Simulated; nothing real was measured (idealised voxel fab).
Title: Process Module voxel quadruple lines
Square cells of 5 nm make up the cross-section cut, whose width is 140 nm.
Format of a cross-section: grid, square cells. Given as bands. Order: top down. Band: one or more rows of cells. Band: top and bottom heights (nm) first, top before bottom; then materials from left to right, widths in nm. "throughout" marks a sole material filling the band edge to edge. "empty" denotes empty space. Beneath 0, the wafer as received is one material, and that level is where height counting begins. The lowest band goes on downward without a bottom; it is written like "from 0 down". Width "30->40": first value at the band's top row of cells, second value at its bottom row, equal change from row to row. Given "nothing was modified" for a step, no cell of the cross-section differs between before and after that step. "Closed empty spaces" contains a list of empty spaces, each no smaller than 8 cells and without an open way to the top, written in the form width x height at distance with the distance from the left edge and all three in nm. What comes after the settings on a step's line is commentary from the simulator itself on that step. The "overlay nm" setting may appear on a step's line; for a step that uses a mask, it gives how far to the right of its planned position the mask lay, and a negative value indicates the left.

-- Here's what the planned process steps look like
1 RECEIVE: material Si
2 CONFORMAL_DEP: material Al2O3, thk nm 10
3 DIRECTIONAL_DEP: material W, thk nm 15
4 DIRECTIONAL_DEP: material polySi, thk nm 20
5 DIRECTIONAL_DEP: material aC, thk nm 20
6 PATTERN: tone cover, mask id MANDREL, material resist, width nm 20, thk nm 25, overlay nm 0
7 DIRECTIONAL_ETCH: etch materials aC, depth nm 20
8 STRIP: etch materials resist
9 CONFORMAL_DEP: material SiO2, thk nm 10
10 DIRECTIONAL_ETCH: etch materials SiO2, depth nm 10
11 STRIP: etch materials aC
12 DIRECTIONAL_ETCH: etch materials polySi, depth nm 20
13 STRIP: etch materials SiO2
14 CONFORMAL_DEP: material SiN, thk nm 5
15 DIRECTIONAL_ETCH: etch materials SiN, depth nm 5
16 STRIP: etch materials polySi
17 DIRECTIONAL_ETCH: etch materials W, depth nm 15
18 STRIP: etch materials SiN
19 FILL_DEP: material lowk, thk nm 5
20 CMP: height nm 25

-- What follows covers the first of two wafers; it ran as planned

-- As-received state of the wafer in cross-section, equivalent to post-step 1
  from 0 down  Si throughout
  Closed empty spaces: none

-- State of the wafer after step 2, shown in cross-section
  from 10 to 0  Al2O3 throughout
  Beneath the level 0, the cross-section is identical to its previous state.

-- State of the wafer after step 3, shown in cross-section
  from 25 to 10  W throughout
  Beneath the level 10, the cross-section is identical to its previous state.

-- State of the wafer after step 4, shown in cross-section
  from 45 to 25  polySi throughout
  Beneath the level 25, the cross-section is identical to its previous state.

-- State of the wafer after step 5, shown in cross-section
  from 65 to 45  aC throughout
  Beneath the level 45, the cross-section is identical to its previous state.

-- State of the wafer after step 6, shown in cross-section
  from 90 to 65  60 empty, then 20 resist, then 60 empty
  Beneath the level 65, the cross-section is identical to its previous state.

-- State of the wafer after step 7, shown in cross-section
  from 70 to 65  60 empty, then 20 resist, then 60 empty
  from 65 to 45  60 empty, then 20 aC, then 60 empty
  Beneath the level 45, the cross-section is identical to its previous state.

-- State of the wafer after step 8, shown in cross-section
  from 65 to 45  60 empty, then 20 aC, then 60 empty
  Beneath the level 45, the cross-section is identical to its previous state.

-- State of the wafer after step 9, shown in cross-section
  from 75 to 65  50 empty, then 40 SiO2, then 50 empty
  from 65 to 55  50 empty, then 10 SiO2, then 20 aC, then 10 SiO2, then 50 empty
  from 55 to 45  60 SiO2, then 20 aC, then 60 SiO2
  Beneath the level 45, the cross-section is identical to its previous state.

-- State of the wafer after step 10, shown in cross-section
  from 65 to 45  50 empty, then 10 SiO2, then 20 aC, then 10 SiO2, then 50 empty
  Beneath the level 45, the cross-section is identical to its previous state.

-- State of the wafer after step 11, shown in cross-section
  from 65 to 45  50 empty, then 10 SiO2, then 20 empty, then 10 SiO2, then 50 empty
  Beneath the level 45, the cross-section is identical to its previous state.

-- State of the wafer after step 12, shown in cross-section
  from 65 to 45  50 empty, then 10 SiO2, then 20 empty, then 10 SiO2, then 50 empty
  from 45 to 25  50 empty, then 10 polySi, then 20 empty, then 10 polySi, then 50 empty
  Beneath the level 25, the cross-section is identical to its previous state.

-- State of the wafer after step 13, shown in cross-section
  from 45 to 25  50 empty, then 10 polySi, then 20 empty, then 10 polySi, then 50 empty
  Beneath the level 25, the cross-section is identical to its previous state.

-- State of the wafer after step 14, shown in cross-section
  from 50 to 45  45 empty, then 20 SiN, then 10 empty, then 20 SiN, then 45 empty
  from 45 to 30  45 empty, then 5 SiN, then 10 polySi, then 5 SiN, then 10 empty, then 5 SiN, then 10 polySi, then 5 SiN, then 45 empty
  from 30 to 25  50 SiN, then 10 polySi, then 20 SiN, then 10 polySi, then 50 SiN
  Beneath the level 25, the cross-section is identical to its previous state.

-- State of the wafer after step 15, shown in cross-section
  from 45 to 25  45 empty, then 5 SiN, then 10 polySi, then 5 SiN, then 10 empty, then 5 SiN, then 10 polySi, then 5 SiN, then 45 empty
  Beneath the level 25, the cross-section is identical to its previous state.

-- State of the wafer after step 16, shown in cross-section
  from 45 to 25  45 empty, then 5 SiN, then 10 empty, then 5 SiN, then 10 empty, then 5 SiN, then 10 empty, then 5 SiN, then 45 empty
  Beneath the level 25, the cross-section is identical to its previous state.

-- State of the wafer after step 17, shown in cross-section
  from 45 to 25  45 empty, then 5 SiN, then 10 empty, then 5 SiN, then 10 empty, then 5 SiN, then 10 empty, then 5 SiN, then 45 empty
  from 25 to 10  45 empty, then 5 W, then 10 empty, then 5 W, then 10 empty, then 5 W, then 10 empty, then 5 W, then 45 empty
  Beneath the level 10, the cross-section is identical to its previous state.

-- State of the wafer after step 18, shown in cross-section
  from 25 to 10  45 empty, then 5 W, then 10 empty, then 5 W, then 10 empty, then 5 W, then 10 empty, then 5 W, then 45 empty
  Beneath the level 10, the cross-section is identical to its previous state.

-- State of the wafer after step 19, shown in cross-section
  from 30 to 25  lowk throughout
  from 25 to 10  45 lowk, then 5 W, then 10 lowk, then 5 W, then 10 lowk, then 5 W, then 10 lowk, then 5 W, then 45 lowk
  Beneath the level 10, the cross-section is identical to its previous state.

-- State of the wafer after step 20, shown in cross-section
  from 25 to 10  45 lowk, then 5 W, then 10 lowk, then 5 W, then 10 lowk, then 5 W, then 10 lowk, then 5 W, then 45 lowk
  Beneath the level 10, the cross-section is identical to its previous state.

-- The Second Wafer: Common Origin and Plan, One Mistake in Execution, Identical to the First Through Step 5

-- Cross-sectional representation of the second wafer at the time designated in the plan for the completion of step 6
  from 90 to 65  60 resist, then 20 empty, then 60 resist
  Beneath the level 65, the cross-section is identical to its previous state.

-- Cross-sectional representation of the second wafer at the time designated in the plan for the completion of step 7
  from 70 to 65  60 resist, then 20 empty, then 60 resist
  from 65 to 45  60 aC, then 20 empty, then 60 aC
  Beneath the level 45, the cross-section is identical to its previous state.

-- Cross-sectional representation of the second wafer at the time designated in the plan for the completion of step 8
  from 65 to 45  60 aC, then 20 empty, then 60 aC
  Beneath the level 45, the cross-section is identical to its previous state.

-- Cross-sectional representation of the second wafer at the time designated in the plan for the completion of step 9
  from 75 to 65  SiO2 throughout
  from 65 to 45  60 aC, then 20 SiO2, then 60 aC
  Beneath the level 45, the cross-section is identical to its previous state.

-- Cross-sectional representation of the second wafer at the time designated in the plan for the completion of step 10
  from 65 to 45  60 aC, then 20 SiO2, then 60 aC
  Beneath the level 45, the cross-section is identical to its previous state.

-- Cross-sectional representation of the second wafer at the time designated in the plan for the completion of step 11
  from 65 to 45  60 empty, then 20 SiO2, then 60 empty
  Beneath the level 45, the cross-section is identical to its previous state.

-- Cross-sectional representation of the second wafer at the time designated in the plan for the completion of step 12
  from 65 to 45  60 empty, then 20 SiO2, then 60 empty
  from 45 to 25  60 empty, then 20 polySi, then 60 empty
  Beneath the level 25, the cross-section is identical to its previous state.

-- Cross-sectional representation of the second wafer at the time designated in the plan for the completion of step 13
  from 45 to 25  60 empty, then 20 polySi, then 60 empty
  Beneath the level 25, the cross-section is identical to its previous state.

-- Cross-sectional representation of the second wafer at the time designated in the plan for the completion of step 14
  from 50 to 45  55 empty, then 30 SiN, then 55 empty
  from 45 to 30  55 empty, then 5 SiN, then 20 polySi, then 5 SiN, then 55 empty
  from 30 to 25  60 SiN, then 20 polySi, then 60 SiN
  Beneath the level 25, the cross-section is identical to its previous state.

-- Cross-sectional representation of the second wafer at the time designated in the plan for the completion of step 15
  from 45 to 25  55 empty, then 5 SiN, then 20 polySi, then 5 SiN, then 55 empty
  Beneath the level 25, the cross-section is identical to its previous state.

-- Cross-sectional representation of the second wafer at the time designated in the plan for the completion of step 16
  from 45 to 25  55 empty, then 5 SiN, then 20 empty, then 5 SiN, then 55 empty
  Beneath the level 25, the cross-section is identical to its previous state.

-- Cross-sectional representation of the second wafer at the time designated in the plan for the completion of step 17
  from 45 to 25  55 empty, then 5 SiN, then 20 empty, then 5 SiN, then 55 empty
  from 25 to 10  55 empty, then 5 W, then 20 empty, then 5 W, then 55 empty
  Beneath the level 10, the cross-section is identical to its previous state.

-- Cross-sectional representation of the second wafer at the time designated in the plan for the completion of step 18
  from 25 to 10  55 empty, then 5 W, then 20 empty, then 5 W, then 55 empty
  Beneath the level 10, the cross-section is identical to its previous state.

-- Cross-sectional representation of the second wafer at the time designated in the plan for the completion of step 19
  from 30 to 25  lowk throughout
  from 25 to 10  55 lowk, then 5 W, then 20 lowk, then 5 W, then 55 lowk
  Beneath the level 10, the cross-section is identical to its previous state.

-- Cross-sectional representation of the second wafer at the time designated in the plan for the completion of step 20
  from 25 to 10  55 lowk, then 5 W, then 20 lowk, then 5 W, then 55 lowk
  Beneath the level 10, the cross-section is identical to its previous state.
Deviation from plan: heads up, step 6 didn't go per plan, it actually ran as PATTERN: tone open, mask id MANDREL, material resist, width nm 20, thk nm 25, overlay nm 0
It is noted that, at the conclusion of processing, the second wafer exhibits a higher or lower cell count for certain materials relative to the first: W -6 | lowk +6
